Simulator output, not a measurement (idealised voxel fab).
Name of the process module below: voxel gate over fins
We display cut, a cross-section 240 nm in width whose square cells are each 5 nm.
Cross-section spec: square-cell grid; bands listed top down; each band is one or more rows.
It is stipulated that each band's entry specify, in nanometres, the height of the top of the band and then that of its bottom, followed by the materials of the band in left-to-right sequence, each together with its width in nanometres. A single material marked by the word "everywhere" is understood to fill the band from edge to edge; the word "air" is understood to denote empty space.
A quick word on heights: they are counted from 0, and under that level the wafer as it came to us is one material throughout. The lowest band is different from the rest in having no bottom; it simply continues downward, written as in "0..down".
It should be noted that a width expressed as "30 to 40" varies in equal increments from row to row of cells within the band, taking the value of the first number at the top row and that of the second number at the bottom row.
The cross-section has no changed cell in any step marked "remains unaltered".
If an empty space has no open way to the top and is at least 8 cells in size, "Enclosed cavity list" lists it, written width x height at distance, where distance is measured from the left edge and every value is in nm.
Step line, after settings: the simulator's comment on this step.
The "overlay nm" setting may appear on a step's line; for a step that uses a mask, it gives how far to the right of its planned position the mask lay, and a negative value indicates the left.

PROCESS STEPS (PLANNED)
1,RECEIVE with material Si
2,CONFORMAL_DEP with material SiN, thk nm 10
3,PATTERN with tone cover, mask id FINS, material resist, width nm 15, pitch nm 35, thk nm 15, overlay nm 0
4,DIRECTIONAL_ETCH with etch materials SiN, depth nm 10
5,DIRECTIONAL_ETCH with etch materials Si, depth nm 40
6,STRIP with etch materials resist
7,FILL_DEP with material SiO2, thk nm 10
8,CMP with height nm 10
9,SELECTIVE_ETCH with etch materials SiO2, depth nm 20
10,STRIP with etch materials SiN
11,CONFORMAL_DEP with material HfO2, thk nm 5
12,CONFORMAL_DEP with material TiN, thk nm 5
13,CONFORMAL_DEP with material TiAl, thk nm 5
14,CONFORMAL_DEP with material TiN, thk nm 5
15,FILL_DEP with material W, thk nm 10
16,CMP with height nm 25
17,CONFORMAL_DEP with material SiCN, thk nm 10

SO, THE FIRST OF OUR TWO WAFERS, RUN JUST AS WE PLANNED IT

AS RECEIVED, AFTER STEP 1
    0..down = Si everywhere
    Enclosed cavity list: none

SO THIS IS THE WAFER CROSS-SECTION RIGHT AFTER STEP 2
    10..0 = SiN everywhere
    Heights below 0 show no change.

SO THIS IS THE WAFER CROSS-SECTION RIGHT AFTER STEP 3
    25..10 = air 75 | resist 15 | air 20 | resist 15 | air 20 | resist 15 | air 80
    Heights below 10 show no change.

SO THIS IS THE WAFER CROSS-SECTION RIGHT AFTER STEP 4
    25..10 = air 75 | resist 15 | air 20 | resist 15 | air 20 | resist 15 | air 80
    10..0 = air 75 | SiN 15 | air 20 | SiN 15 | air 20 | SiN 15 | air 80
    Heights below 0 show no change.

SO THIS IS THE WAFER CROSS-SECTION RIGHT AFTER STEP 5
    25..10 = air 75 | resist 15 | air 20 | resist 15 | air 20 | resist 15 | air 80
    10..0 = air 75 | SiN 15 | air 20 | SiN 15 | air 20 | SiN 15 | air 80
    0..-40 = air 75 | Si 15 | air 20 | Si 15 | air 20 | Si 15 | air 80
    Heights below -40 show no change.

SO THIS IS THE WAFER CROSS-SECTION RIGHT AFTER STEP 6
    10..0 = air 75 | SiN 15 | air 20 | SiN 15 | air 20 | SiN 15 | air 80
    Heights below 0 show no change.

SO THIS IS THE WAFER CROSS-SECTION RIGHT AFTER STEP 7
    20..10 = SiO2 everywhere
    10..0 = SiO2 75 | SiN 15 | SiO2 20 | SiN 15 | SiO2 20 | SiN 15 | SiO2 80
    0..-40 = SiO2 75 | Si 15 | SiO2 20 | Si 15 | SiO2 20 | Si 15 | SiO2 80
    Heights below -40 show no change.

SO THIS IS THE WAFER CROSS-SECTION RIGHT AFTER STEP 8
    10..0 = SiO2 75 | SiN 15 | SiO2 20 | SiN 15 | SiO2 20 | SiN 15 | SiO2 80
    Heights below 0 show no change.

SO THIS IS THE WAFER CROSS-SECTION RIGHT AFTER STEP 9
    10..0 = air 75 | SiN 15 | air 20 | SiN 15 | air 20 | SiN 15 | air 80
    0..-10 = air 75 | Si 15 | air 20 | Si 15 | air 20 | Si 15 | air 80
    Heights below -10 show no change.

SO THIS IS THE WAFER CROSS-SECTION RIGHT AFTER STEP 10
    0..-10 = air 75 | Si 15 | air 20 | Si 15 | air 20 | Si 15 | air 80
    Heights below -10 show no change.

SO THIS IS THE WAFER CROSS-SECTION RIGHT AFTER STEP 11
    5..0 = air 70 | HfO2 25 | air 10 | HfO2 25 | air 10 | HfO2 25 | air 75
    0..-5 = air 70 | HfO2 5 | Si 15 | HfO2 5 | air 10 | HfO2 5 | Si 15 | HfO2 5 | air 10 | HfO2 5 | Si 15 | HfO2 5 | air 75
    -5..-10 = HfO2 75 | Si 15 | HfO2 20 | Si 15 | HfO2 20 | Si 15 | HfO2 80
    Heights below -10 show no change.

SO THIS IS THE WAFER CROSS-SECTION RIGHT AFTER STEP 12
    10..5 = air 65 | TiN 105 | air 70
    5..0 = air 65 | TiN 5 | HfO2 25 | TiN 10 | HfO2 25 | TiN 10 | HfO2 25 | TiN 5 | air 70
    0..-5 = TiN 70 | HfO2 5 | Si 15 | HfO2 5 | TiN 10 | HfO2 5 | Si 15 | HfO2 5 | TiN 10 | HfO2 5 | Si 15 | HfO2 5 | TiN 75
    Heights below -5 show no change.

SO THIS IS THE WAFER CROSS-SECTION RIGHT AFTER STEP 13
    15..10 = air 60 | TiAl 115 | air 65
    10..5 = air 60 | TiAl 5 | TiN 105 | TiAl 5 | air 65
    5..0 = TiAl 65 | TiN 5 | HfO2 25 | TiN 10 | HfO2 25 | TiN 10 | HfO2 25 | TiN 5 | TiAl 70
    Heights below 0 show no change.

SO THIS IS THE WAFER CROSS-SECTION RIGHT AFTER STEP 14
    20..15 = air 55 | TiN 125 | air 60
    15..10 = air 55 | TiN 5 | TiAl 115 | TiN 5 | air 60
    10..5 = TiN 60 | TiAl 5 | TiN 105 | TiAl 5 | TiN 65
    Heights below 5 show no change.

SO THIS IS THE WAFER CROSS-SECTION RIGHT AFTER STEP 15
    30..20 = W everywhere
    20..15 = W 55 | TiN 125 | W 60
    15..10 = W 55 | TiN 5 | TiAl 115 | TiN 5 | W 60
    Heights below 10 show no change.

SO THIS IS THE WAFER CROSS-SECTION RIGHT AFTER STEP 16
    25..20 = W everywhere
    Heights below 20 show no change.

SO THIS IS THE WAFER CROSS-SECTION RIGHT AFTER STEP 17
    35..25 = SiCN everywhere
    Heights below 25 show no change.

THE REMAINING WAFER, SECOND OF THE TWO, STARTED LIKE THE FIRST AND WAS RUN TO THE SAME PLAN, EXCEPT THAT ONE MISTAKE WAS MADE ALONG THE WAY; THE TWO COINCIDE THROUGH STEP 10, INCLUSIVE

SECOND WAFER, CUT VIEW, END OF STEP 11 PER PLAN
    5..0 = air 70 | SiCN 25 | air 10 | SiCN 25 | air 10 | SiCN 25 | air 75
    0..-5 = air 70 | SiCN 5 | Si 15 | SiCN 5 | air 10 | SiCN 5 | Si 15 | SiCN 5 | air 10 | SiCN 5 | Si 15 | SiCN 5 | air 75
    -5..-10 = SiCN 75 | Si 15 | SiCN 20 | Si 15 | SiCN 20 | Si 15 | SiCN 80
    Heights below -10 show no change.

SECOND WAFER, CUT VIEW, END OF STEP 12 PER PLAN
    10..5 = air 65 | TiN 105 | air 70
    5..0 = air 65 | TiN 5 | SiCN 25 | TiN 10 | SiCN 25 | TiN 10 | SiCN 25 | TiN 5 | air 70
    0..-5 = TiN 70 | SiCN 5 | Si 15 | SiCN 5 | TiN 10 | SiCN 5 | Si 15 | SiCN 5 | TiN 10 | SiCN 5 | Si 15 | SiCN 5 | TiN 75
    Heights below -5 show no change.

SECOND WAFER, CUT VIEW, END OF STEP 13 PER PLAN
    15..10 = air 60 | TiAl 115 | air 65
    10..5 = air 60 | TiAl 5 | TiN 105 | TiAl 5 | air 65
    5..0 = TiAl 65 | TiN 5 | SiCN 25 | TiN 10 | SiCN 25 | TiN 10 | SiCN 25 | TiN 5 | TiAl 70
    Heights below 0 show no change.

SECOND WAFER, CUT VIEW, END OF STEP 14 PER PLAN
    20..15 = air 55 | TiN 125 | air 60
    15..10 = air 55 | TiN 5 | TiAl 115 | TiN 5 | air 60
    10..5 = TiN 60 | TiAl 5 | TiN 105 | TiAl 5 | TiN 65
    Heights below 5 show no change.

SECOND WAFER, CUT VIEW, END OF STEP 15 PER PLAN
    30..20 = W everywhere
    20..15 = W 55 | TiN 125 | W 60
    15..10 = W 55 | TiN 5 | TiAl 115 | TiN 5 | W 60
    Heights below 10 show no change.

SECOND WAFER, CUT VIEW, END OF STEP 16 PER PLAN
    25..20 = W everywhere
    Heights below 20 show no change.

SECOND WAFER, CUT VIEW, END OF STEP 17 PER PLAN
    35..25 = SiCN everywhere
    Heights below 25 show no change.
In executing the process, a mistake was made relative to the plan: step 11 was run on a setting that differed from the plan, and what really ran there is CONFORMAL_DEP with material SiCN, thk nm 5
Final tally in cells, some materials are higher or lower on the second wafer than on the first: HfO2: 60 fewer, SiCN: 60 more
